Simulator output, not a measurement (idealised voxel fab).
Process module heading - voxel ribs on slabs
Each square cell in cross-section cut measures 5 nm, and the section as a whole is 140 nm wide.
Square cells in a grid make up a cross-section in this document, and the grid is given as bands, listed from the top down, each one or more rows of cells.
The entry gives the band's vertical extent as a top height and a bottom height in nm, then its horizontal make-up as materials from left to right, each with a width in nm. "empty" stands for empty space; a single material marked "full width" fills the band edge to edge.
Beneath 0, the wafer as received is one material, and that level is where height counting begins. The lowest band goes on downward without a bottom; it is written like "top 0, no bottom".
Width spec "30->40" -> top row of cells at first value, bottom row at second value, equal per-row change in between.
"same as before" (step): cross-section cells unchanged, all of them.
So "Enclosed internal voids" is basically the list of trapped voids: any empty space of 8 cells or more that can't reach the top through an opening. They're written width x height at distance, the distance being from the left edge, and it's all nm.
That trailing text on a step's line, after the settings, is the simulator's own remark on the step.
The "overlay nm" setting may appear on a step's line; for a step that uses a mask, it gives how far to the right of its planned position the mask lay, and a negative value indicates the left.

# Listed below are the process steps as planned
- 1: RECEIVE with material Si
- 2: DIRECTIONAL_DEP with material SiO2, thk nm 30
- 3: DIRECTIONAL_DEP with material polySi, thk nm 15
- 4: DIRECTIONAL_DEP with material aC, thk nm 10
- 5: PATTERN with tone cover, mask id RIB, material resist, width nm 20, thk nm 30, overlay nm 0
- 6: DIRECTIONAL_ETCH with etch materials aC, depth nm 10
- 7: STRIP with etch materials resist
- 8: DIRECTIONAL_ETCH with etch materials polySi, depth nm 5
- 9: STRIP with etch materials aC
- 10: MASKED_ETCH with tone cover, mask id SLAB, width nm 60, etch materials polySi, depth nm 10, overlay nm 0
- 11: FILL_DEP with material SiO2, thk nm 25
- 12: CMP with height nm 65
- 13: DIRECTIONAL_DEP with material TiN, thk nm 5
- 14: DIRECTIONAL_DEP with material aC, thk nm 15
- 15: PATTERN with tone cover, mask id HEATER, material resist, width nm 30, thk nm 30, overlay nm 0
- 16: DIRECTIONAL_ETCH with etch materials aC, depth nm 5
- 17: STRIP with etch materials resist
- 18: DIRECTIONAL_ETCH with etch materials TiN, depth nm 5
- 19: STRIP with etch materials aC
- 20: CONFORMAL_DEP with material SiO2, thk nm 5
Wafer-to-wafer difference: depth nm, step 16. Common start. Plan = first wafer's value.

# First of several wafers (as received, post step 1), cross-sectional view
	top 0, no bottom: Si full width
	Enclosed internal voids: none

# After the module's final step, step 20: the first of several wafers in cross-section
	top 75, bottom 70: SiO2 full width
	top 70, bottom 65: TiN full width
	top 65, bottom 45: SiO2 full width
	top 45, bottom 40: SiO2 60 nm, polySi 20 nm, SiO2 60 nm
	top 40, bottom 30: SiO2 40 nm, polySi 60 nm, SiO2 40 nm
	top 30, bottom 0: SiO2 full width
	top 0, no bottom: Si full width
	Enclosed internal voids: none

# The final wafer, sectioned at module end
	top 75, bottom 70: empty 50 nm, SiO2 40 nm, empty 50 nm
	top 70, bottom 65: SiO2 55 nm, TiN 30 nm, SiO2 55 nm
	top 65, bottom 45: SiO2 full width
	top 45, bottom 40: SiO2 60 nm, polySi 20 nm, SiO2 60 nm
	top 40, bottom 30: SiO2 40 nm, polySi 60 nm, SiO2 40 nm
	top 30, bottom 0: SiO2 full width
	top 0, no bottom: Si full width
	Enclosed internal voids: none

# Below, a row for every wafer. Read it as the end-of-module picture: for each material the wafer shows its cells gained (+) or lost (-) since it was received, and then its closed voids
depth nm 5, +364 SiO2, +28 TiN, +28 polySi, Enclosed internal voids: none
depth nm 10, +364 SiO2, +28 TiN, +28 polySi, Enclosed internal voids: none
depth nm 15, +366 SiO2, +6 TiN, +28 polySi, Enclosed internal voids: none
depth nm 20, +366 SiO2, +6 TiN, +28 polySi, Enclosed internal voids: none
depth nm 25, +366 SiO2, +6 TiN, +28 polySi, Enclosed internal voids: none
depth nm 30, +366 SiO2, +6 TiN, +28 polySi, Enclosed internal voids: none
